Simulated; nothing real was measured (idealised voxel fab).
process module | voxel transistor to metal
cross-section cut | 215 nm wide | cells 5 nm
A cross-section is a grid of square cells, given in bands from the top down. A band is one or more rows of cells.
Each band's line starts with the height of the band's top and of its bottom, in nm. Then come its materials from left to right, each with its width in nm. One material with "throughout" fills the band from edge to edge. "air" is empty space.
Height 0 is the level under which the wafer as received is all one material. The lowest band goes on downwards, as in "0 down".
A width such as "30 to 40" changes by the same amount from each row of cells to the next, from the band's top row to its bottom row.
"no change" after a step means that no cell of the cross-section changed.
closed voids: empty space of 8 cells or more with no open way to the top, each as width x height at its distance from the left edge, in nm
after a step's settings: what the simulator itself notes on the step
overlay nm, on a step with a mask: how far to the right of its planned place the mask lay; to the left if negative
plan
1 op RECEIVE | material Si
2 op OXIDIZE | depth nm 5
3 op CONFORMAL_DEP | material SiN | thk nm 10
4 op DIRECTIONAL_DEP | material aC | thk nm 15
5 op PATTERN | tone cover | mask id ACTIVE | material resist | width nm 115 | thk nm 30 | overlay nm 0
6 op DIRECTIONAL_ETCH | etch materials aC | depth nm 15
7 op STRIP | etch materials resist
8 op DIRECTIONAL_ETCH | etch materials SiN | depth nm 10
9 op DIRECTIONAL_ETCH | etch materials SiO2 | depth nm 5
10 op DIRECTIONAL_ETCH | etch materials Si | depth nm 25
11 op STRIP | etch materials aC
12 op FILL_DEP | material SiO2 | thk nm 10
13 op CMP | height nm 10
14 op SELECTIVE_ETCH | etch materials SiO2 | depth nm 10
15 op STRIP | etch materials SiN
16 op SELECTIVE_ETCH | etch materials SiO2 | depth nm 5
17 op OXIDIZE | depth nm 5
18 op DIRECTIONAL_DEP | material polySi | thk nm 25
19 op DIRECTIONAL_DEP | material SiCN | thk nm 15
20 op PATTERN | tone cover | mask id GATE | material resist | width nm 35 | thk nm 15 | overlay nm 0
21 op DIRECTIONAL_ETCH | etch materials SiCN | depth nm 25
22 op DIRECTIONAL_ETCH | etch materials polySi | depth nm 35
23 op STRIP | etch materials resist
24 op CONFORMAL_DEP | material SiO2 | thk nm 5
25 op DIRECTIONAL_ETCH | etch materials SiO2 | depth nm 5
26 op CONFORMAL_DEP | material SiN | thk nm 5
27 op DIRECTIONAL_ETCH | etch materials SiN | depth nm 5
28 op DIRECTIONAL_ETCH | etch materials SiO2 | depth nm 5
29 op EPI | material pSi | thk nm 5
30 op FILL_DEP | material SiO2 | thk nm 10
31 op CMP | height nm 20
32 op STRIP | etch materials polySi
33 op SELECTIVE_ETCH | etch materials SiO2 | depth nm 5
34 op CONFORMAL_DEP | material HfO2 | thk nm 5
35 op CONFORMAL_DEP | material TiN | thk nm 5
36 op FILL_DEP | material W | thk nm 10
37 op CMP | height nm 15
38 op DIRECTIONAL_DEP | material SiO2 | thk nm 15
39 op MASKED_ETCH | tone open | mask id CONTACT | width nm 15 | pitch nm 80 | etch materials SiO2 | depth nm 35 | overlay nm 0
40 op CONFORMAL_DEP | material TiN | thk nm 5
41 op FILL_DEP | material W | thk nm 5
42 op CMP | height nm 30
43 op CONFORMAL_DEP | material SiCN | thk nm 5
44 op DIRECTIONAL_DEP | material SiO2 | thk nm 20
45 op PATTERN | tone open | mask id METAL_1 | material resist | width nm 15 | pitch nm 80 | thk nm 15 | overlay nm 0
46 op DIRECTIONAL_ETCH | etch materials SiO2 | depth nm 20
47 op DIRECTIONAL_ETCH | etch materials SiCN | depth nm 5
48 op STRIP | etch materials resist
49 op CONFORMAL_DEP | material TiN | thk nm 5
50 op FILL_DEP | material Cu | thk nm 10
51 op CMP | height nm 55
52 op EPI | material Ru | thk nm 5
53 op FILL_DEP | material SiCN | thk nm 5
as received, after step 1
  0 down: Si throughout
  closed voids: none
a wafer at the end: this start, this plan, one mistake
  65 to 60: SiCN throughout
  60 to 55: SiCN 55 | Ru 25 | SiCN 55 | Ru 25 | SiCN 55
  55 to 35: SiO2 60 | TiN 5 | Cu 5 | TiN 5 | SiO2 65 | TiN 5 | Cu 5 | TiN 5 | SiO2 60
  35 to 30: SiCN 60 | TiN 15 | SiCN 65 | TiN 15 | SiCN 60
  30 to 15: SiO2 60 | TiN 5 | W 5 | TiN 5 | SiO2 65 | TiN 5 | W 5 | TiN 5 | SiO2 60
  15 to 0: SiO2 60 | TiN 5 | W 5 | TiN 5 | SiO2 5 | SiN 5 | HfO2 5 | Cu 5 | W 25 | Cu 5 | HfO2 5 | SiN 5 | SiO2 5 | TiN 5 | W 5 | TiN 5 | SiO2 60
  0 to -5: SiO2 60 | TiN 15 | SiO2 5 | SiN 5 | HfO2 5 | Cu 35 | HfO2 5 | SiN 5 | SiO2 5 | TiN 15 | SiO2 60
  -5 to -10: SiO2 45 | pSi 35 | SiO2 5 | HfO2 45 | SiO2 5 | pSi 35 | SiO2 45
  -10 to -30: SiO2 50 | Si 115 | SiO2 50
  -30 down: Si throughout
  closed voids: none
what went wrong: step 35 ran as: op CONFORMAL_DEP | material Cu | thk nm 5
